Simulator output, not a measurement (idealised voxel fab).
Process module under the name voxel gate over fins
In the cross-section labelled cut, the width is 260 nm and each square cell is 5 nm.
The cross-sections in this document take the form of a grid made of square cells. They are written out as bands, in order from top to bottom. Each band consists of one or more rows of cells.
Band: top height; bottom height; in nm. Then, left to right: material with width in nm, for each material. "all across": a single material spanning edge to edge. "blank": empty space.
Measure heights from 0. That's the level where, below it, the as-received wafer is all one material. The lowest band is bottomless and extends downward; write it as in "top 0, no bottom".
The width entry "30->40" should be interpreted row by row: the top row of cells in the band takes the first number, the bottom row takes the second number, and the change between adjacent rows is uniform throughout.
For the purposes of this document, the phrase "no change" attached to a step denotes that no cell within the cross-section was modified by that step.
In "Trapped void list" the enclosed voids are listed, meaning empty spaces of 8 cells or larger without any opening to the top. The form is width x height at distance, distance from the left edge, units nm.
Whatever follows a step's settings on its line is a remark the simulator itself makes about that step.
Steps that use a mask can have "overlay nm" on their line. It says how far the mask sat to the right of where it was meant to be. Negative means to the left.
Planned process steps
1. RECEIVE (material Si)
2. CONFORMAL_DEP (material SiN; thk nm 5)
3. MASKED_ETCH (tone cover; mask id FINS; width nm 15; pitch nm 35; etch materials SiN; depth nm 5; overlay nm 0)
4. MASKED_ETCH (tone cover; mask id FINS; width nm 15; pitch nm 35; etch materials Si; depth nm 35; overlay nm 0)
5. OXIDIZE (depth nm 5)
6. FILL_DEP (material SiO2; thk nm 15)
7. CMP (height nm 5)
8. SELECTIVE_ETCH (etch materials SiO2; depth nm 20)
9. STRIP (etch materials SiN)
10. CONFORMAL_DEP (material HfO2; thk nm 5)
11. CONFORMAL_DEP (material TiN; thk nm 5)
12. CONFORMAL_DEP (material TiAl; thk nm 5)
13. CONFORMAL_DEP (material TiN; thk nm 5)
14. FILL_DEP (material W; thk nm 15)
15. CMP (height nm 30)
16. CONFORMAL_DEP (material SiN; thk nm 10)
Step 1 complete: cross-section of the wafer as received
    top 0, no bottom  Si all across
    Trapped void list: none
Starting wafer: above. Plan: above. Run: one mistake. Cross-section after the module: below
    top 40, bottom 30  SiN all across
    top 30, bottom 20  W all across
    top 20, bottom 15  90 of W  85 of TiN  85 of W
    top 15, bottom 10  90 of W  5 of TiN  75 of TiAl  5 of TiN  85 of W
    top 10, bottom 5  90 of W  5 of TiN  5 of TiAl  30 of TiN  5 of TiAl  30 of TiN  5 of TiAl  5 of TiN  85 of W
    top 5, bottom 0  95 of TiN  5 of TiAl  5 of TiN  20 of HfO2  5 of TiN  5 of TiAl  5 of TiN  20 of HfO2  5 of TiN  5 of TiAl  90 of TiN
    top 0, bottom -5  100 of TiAl  5 of TiN  5 of HfO2  10 of Si  5 of HfO2  5 of TiN  5 of TiAl  5 of TiN  5 of HfO2  10 of Si  5 of HfO2  5 of TiN  95 of TiAl
    top -5, bottom -10  105 of TiN  5 of HfO2  10 of Si  5 of HfO2  15 of TiN  5 of HfO2  10 of Si  5 of HfO2  100 of TiN
    top -10, bottom -15  110 of HfO2  10 of Si  25 of HfO2  10 of Si  105 of HfO2
    top -15, bottom -40  110 of SiO2  10 of Si  25 of SiO2  10 of Si  105 of SiO2
    top -40, no bottom  Si all across
    Trapped void list: none
What was done differently from what was planned? step 3 deviated from plan and actually ran as MASKED_ETCH (tone cover; mask id FINS; width nm 20; pitch nm 35; etch materials SiN; depth nm 5; overlay nm 0)
